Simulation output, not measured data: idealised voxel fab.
This section sets out a process module, namely voxel wiring stack.
Cross-section cut: width 265 nm, square cells of 5 nm.
The cross-sections in this document take the form of a grid made of square cells. They are written out as bands, in order from top to bottom. Each band consists of one or more rows of cells.
For a band, the entry starts with two heights in nm, that of the top and then that of the bottom, and carries on with the band's materials in order from left to right, each alongside its width in nm; the word "all across" beside a single material means it fills the band edge to edge, and "empty" means empty space.
Height 0 is the level under which the wafer as received is all one material. The lowest band goes on downwards, as in "0 -> down".
When a width is written as two numbers, as in "30->40", the first number is the width in the top row of cells of the band and the second is the width in its bottom row, and the width changes by the same amount from each row to the next.
Any step labelled "left unchanged" changed none of the cells in the cross-section.
Each empty space that has no open way to the top and spans at least 8 cells appears under "Closed void roster" as width x height at distance, the distance counted from the left edge, all in nm.
On each step's line, the part that comes after the settings is the simulator's own comment on the step.
If you see "overlay nm" on a step's line and that step has a mask, it's telling you how far right of where it was planned the mask ended up; a negative number means it went left instead.
## List of planned process steps
1. RECEIVE, material Si
2. CONFORMAL_DEP, material SiO2, thk nm 10
3. CONFORMAL_DEP, material SiCN, thk nm 5
4. DIRECTIONAL_DEP, material lowk, thk nm 25
5. PATTERN, tone open, mask id METAL_1, material resist, width nm 20, pitch nm 45, thk nm 20, overlay nm 0
6. DIRECTIONAL_ETCH, etch materials lowk, depth nm 25
7. DIRECTIONAL_ETCH, etch materials SiCN, depth nm 5
8. STRIP, etch materials resist
9. CONFORMAL_DEP, material TiN, thk nm 5
10. FILL_DEP, material Cu, thk nm 10
11. CMP, height nm 40
12. CONFORMAL_DEP, material SiCN, thk nm 5
13. DIRECTIONAL_DEP, material lowk, thk nm 30
14. MASKED_ETCH, tone open, mask id METAL_2, width nm 20, pitch nm 45, etch materials lowk, depth nm 15, overlay nm 0
15. DIRECTIONAL_DEP, material aC, thk nm 10
16. PATTERN, tone open, mask id METAL_2_HOLES, material resist, width nm 15, pitch nm 45, thk nm 30, overlay nm 0
17. DIRECTIONAL_ETCH, etch materials aC, depth nm 10
18. STRIP, etch materials resist
19. DIRECTIONAL_ETCH, etch materials lowk, depth nm 15
20. DIRECTIONAL_ETCH, etch materials SiCN, depth nm 5
21. STRIP, etch materials aC
22. CONFORMAL_DEP, material TiN, thk nm 5
23. FILL_DEP, material Cu, thk nm 10
24. CMP, height nm 75
25. CONFORMAL_DEP, material SiCN, thk nm 5
26. DIRECTIONAL_DEP, material SiO2, thk nm 15
27. DIRECTIONAL_DEP, material aC, thk nm 15
28. PATTERN, tone open, mask id PLUG_2, material resist, width nm 15, pitch nm 90, thk nm 35, overlay nm 0
29. DIRECTIONAL_ETCH, etch materials aC, depth nm 15
30. STRIP, etch materials resist
31. DIRECTIONAL_ETCH, etch materials SiO2, depth nm 15
32. DIRECTIONAL_ETCH, etch materials SiCN, depth nm 5
33. STRIP, etch materials aC
34. EPI, material Ru, thk nm 10
35. EPI, material Ru, thk nm 10
36. DIRECTIONAL_DEP, material TiN, thk nm 5
37. DIRECTIONAL_DEP, material Ru, thk nm 25
38. MASKED_ETCH, tone cover, mask id METAL_3, width nm 20, pitch nm 45, etch materials Ru, depth nm 25, overlay nm 0
39. MASKED_ETCH, tone cover, mask id METAL_3, width nm 20, pitch nm 45, etch materials TiN, depth nm 5, overlay nm 0
40. FILL_DEP, material SiO2, thk nm 10
41. CMP, height nm 125
42. CONFORMAL_DEP, material SiCN, thk nm 5
43. DIRECTIONAL_DEP, material lowk, thk nm 25
44. MASKED_ETCH, tone open, mask id METAL_4_HOLES, width nm 15, pitch nm 45, etch materials lowk, depth nm 25, overlay nm 0
45. PATTERN, tone open, mask id METAL_4, material resist, width nm 20, pitch nm 45, thk nm 15, overlay nm 0
46. DIRECTIONAL_ETCH, etch materials lowk, depth nm 15
47. DIRECTIONAL_ETCH, etch materials SiCN, depth nm 5
48. STRIP, etch materials resist
49. CONFORMAL_DEP, material TiN, thk nm 5
50. FILL_DEP, material Cu, thk nm 10
51. CMP, height nm 155
52. CONFORMAL_DEP, material SiN, thk nm 5
## As-received state of the wafer in cross-section, equivalent to post-step 1
	0 -> down = Si all across
	Closed void roster: none
## Below is the wafer in cross-section after the module was completed. It began from the starting point shown above and followed the plan shown above, except that one mistake was made while running it
	160 -> 155 = SiN all across
	155 -> 145 = 55 nm lowk | 5 nm TiN | 10 nm Cu | 5 nm TiN | 25 nm lowk | 5 nm TiN | 10 nm Cu | 5 nm TiN | 25 nm lowk | 5 nm TiN | 10 nm Cu | 5 nm TiN | 25 nm lowk | 5 nm TiN | 10 nm Cu | 5 nm TiN | 55 nm lowk
	145 -> 140 = 55 nm lowk | 5 nm TiN | 5 nm Cu | 10 nm TiN | 25 nm lowk | 5 nm TiN | 5 nm Cu | 10 nm TiN | 25 nm lowk | 5 nm TiN | 5 nm Cu | 10 nm TiN | 25 nm lowk | 5 nm TiN | 5 nm Cu | 10 nm TiN | 55 nm lowk
	140 -> 130 = 55 nm lowk | 5 nm TiN | 5 nm Cu | 5 nm TiN | 30 nm lowk | 5 nm TiN | 5 nm Cu | 5 nm TiN | 30 nm lowk | 5 nm TiN | 5 nm Cu | 5 nm TiN | 30 nm lowk | 5 nm TiN | 5 nm Cu | 5 nm TiN | 60 nm lowk
	130 -> 125 = 55 nm SiCN | 15 nm TiN | 30 nm SiCN | 15 nm TiN | 30 nm SiCN | 15 nm TiN | 30 nm SiCN | 15 nm TiN | 60 nm SiCN
	125 -> 115 = 55 nm SiO2 | 20 nm Ru | 25 nm SiO2 | 20 nm Ru | 25 nm SiO2 | 20 nm Ru | 25 nm SiO2 | 20 nm Ru | 55 nm SiO2
	115 -> 110 = 55 nm SiO2 | 20 nm TiN | 25 nm SiO2 | 20 nm TiN | 25 nm SiO2 | 20 nm TiN | 25 nm SiO2 | 20 nm TiN | 55 nm SiO2
	110 -> 95 = 55 nm SiO2 | 15 nm Ru | 75 nm SiO2 | 15 nm Ru | 105 nm SiO2
	95 -> 90 = 55 nm SiCN | 15 nm Ru | 75 nm SiCN | 15 nm Ru | 105 nm SiCN
	90 -> 80 = Cu all across
	80 -> 75 = 60 nm TiN | 10 nm Cu | 35 nm TiN | 10 nm Cu | 35 nm TiN | 10 nm Cu | 35 nm TiN | 10 nm Cu | 60 nm TiN
	75 -> 65 = 55 nm lowk | 5 nm TiN | 10 nm Cu | 5 nm TiN | 25 nm lowk | 5 nm TiN | 10 nm Cu | 5 nm TiN | 25 nm lowk | 5 nm TiN | 10 nm Cu | 5 nm TiN | 25 nm lowk | 5 nm TiN | 10 nm Cu | 5 nm TiN | 55 nm lowk
	65 -> 60 = 55 nm lowk | 5 nm TiN | 5 nm Cu | 10 nm TiN | 25 nm lowk | 5 nm TiN | 5 nm Cu | 10 nm TiN | 25 nm lowk | 5 nm TiN | 5 nm Cu | 10 nm TiN | 25 nm lowk | 5 nm TiN | 5 nm Cu | 10 nm TiN | 55 nm lowk
	60 -> 45 = 55 nm lowk | 5 nm TiN | 5 nm Cu | 5 nm TiN | 30 nm lowk | 5 nm TiN | 5 nm Cu | 5 nm TiN | 30 nm lowk | 5 nm TiN | 5 nm Cu | 5 nm TiN | 30 nm lowk | 5 nm TiN | 5 nm Cu | 5 nm TiN | 60 nm lowk
	45 -> 40 = 55 nm SiCN | 15 nm TiN | 30 nm SiCN | 15 nm TiN | 30 nm SiCN | 15 nm TiN | 30 nm SiCN | 15 nm TiN | 60 nm SiCN
	40 -> 15 = 55 nm lowk | 5 nm TiN | 10 nm Cu | 5 nm TiN | 25 nm lowk | 5 nm TiN | 10 nm Cu | 5 nm TiN | 25 nm lowk | 5 nm TiN | 10 nm Cu | 5 nm TiN | 25 nm lowk | 5 nm TiN | 10 nm Cu | 5 nm TiN | 55 nm lowk
	15 -> 10 = 55 nm SiCN | 20 nm TiN | 25 nm SiCN | 20 nm TiN | 25 nm SiCN | 20 nm TiN | 25 nm SiCN | 20 nm TiN | 55 nm SiCN
	10 -> 0 = SiO2 all across
	0 -> down = Si all across
	Closed void roster: none
what went wrong: step 24 of the plan was bypassed and not carried out
